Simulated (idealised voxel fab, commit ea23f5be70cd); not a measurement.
Process module heading - voxel self aligned vias
The figure presents cross-section cut, which has a width of 285 nm and is divided into square cells with an edge length of 5 nm.
In this document a cross-section is written as a grid of square cells. It is given as a series of bands, listed from the top down, and a band is one or more rows of cells.
Look at the band entry: it leads with the top's height and the bottom's height in nm. Then it lists the materials left to right, with a width in nm for each. The word "all across" on a single material says that material fills the band edge to edge. The word "blank" is empty space.
We count height from 0. Below that, the starting wafer is all one material. The lowest band never ends at the bottom but goes on down; see "top 0, no bottom" for how that is written.
So if you see something like "30 to 40" for the width, read it as the top row of the band sitting at the first number and the bottom row at the second, with every row in between moving by the same amount as the last.
What does "no change" mean for a step? It means no cell of the cross-section changed in that step.
Enclosed voids (no open way to top), threshold 8 cells or more, entry "Closed cavity list", notation width x height at distance, distance from left edge, nm.
On a step's line, text after the settings is the simulator commenting on that step.
overlay nm: mask offset rightward from planned place, masked step; negative means leftward offset.
Below is the list of planned process steps:
1. RECEIVE: material Si
2. CONFORMAL_DEP: material SiO2, thk nm 15
3. CONFORMAL_DEP: material SiCN, thk nm 5
4. DIRECTIONAL_DEP: material lowk, thk nm 30
5. PATTERN: tone open, mask id LINES, material resist, width nm 20, pitch nm 65, thk nm 15, overlay nm 0
6. DIRECTIONAL_ETCH: etch materials lowk, depth nm 30
7. STRIP: etch materials resist
8. CONFORMAL_DEP: material TiN, thk nm 5
9. FILL_DEP: material W, thk nm 5
10. CMP: height nm 50
11. SELECTIVE_ETCH: etch materials W Ru TiN, depth nm 5
12. FILL_DEP: material SiN, thk nm 5
13. CMP: height nm 50
14. DIRECTIONAL_DEP: material lowk, thk nm 15
15. MASKED_ETCH: tone open, mask id VIAS, width nm 40, etch materials lowk, depth nm 15, overlay nm 0
16. MASKED_ETCH: tone open, mask id VIAS, width nm 40, etch materials SiN, depth nm 5, overlay nm 0
17. CONFORMAL_DEP: material TiN, thk nm 5
18. FILL_DEP: material Cu, thk nm 5
19. CMP: height nm 65
20. CONFORMAL_DEP: material SiN, thk nm 5
Incoming wafer, cross-sectional view, post step 1:
top 0, no bottom: Si all across
Closed cavity list: none
Final cross-section, module run with one mistake (start and plan as above):
top 70, bottom 65: SiN all across
top 65, bottom 50: 90 lowk; 5 TiN; 30 Cu; 5 TiN; 155 lowk
top 50, bottom 45: 90 SiN; 40 TiN; 155 SiN
top 45, bottom 20: 100 lowk; 5 TiN; 10 W; 5 TiN; 45 lowk; 5 TiN; 10 W; 5 TiN; 100 lowk
top 20, bottom 15: 100 lowk; 20 TiN; 45 lowk; 20 TiN; 100 lowk
top 15, bottom 0: SiO2 all across
top 0, no bottom: Si all across
Closed cavity list: none
Processing error: the run left out plan step 3 entirely, so it was never executed
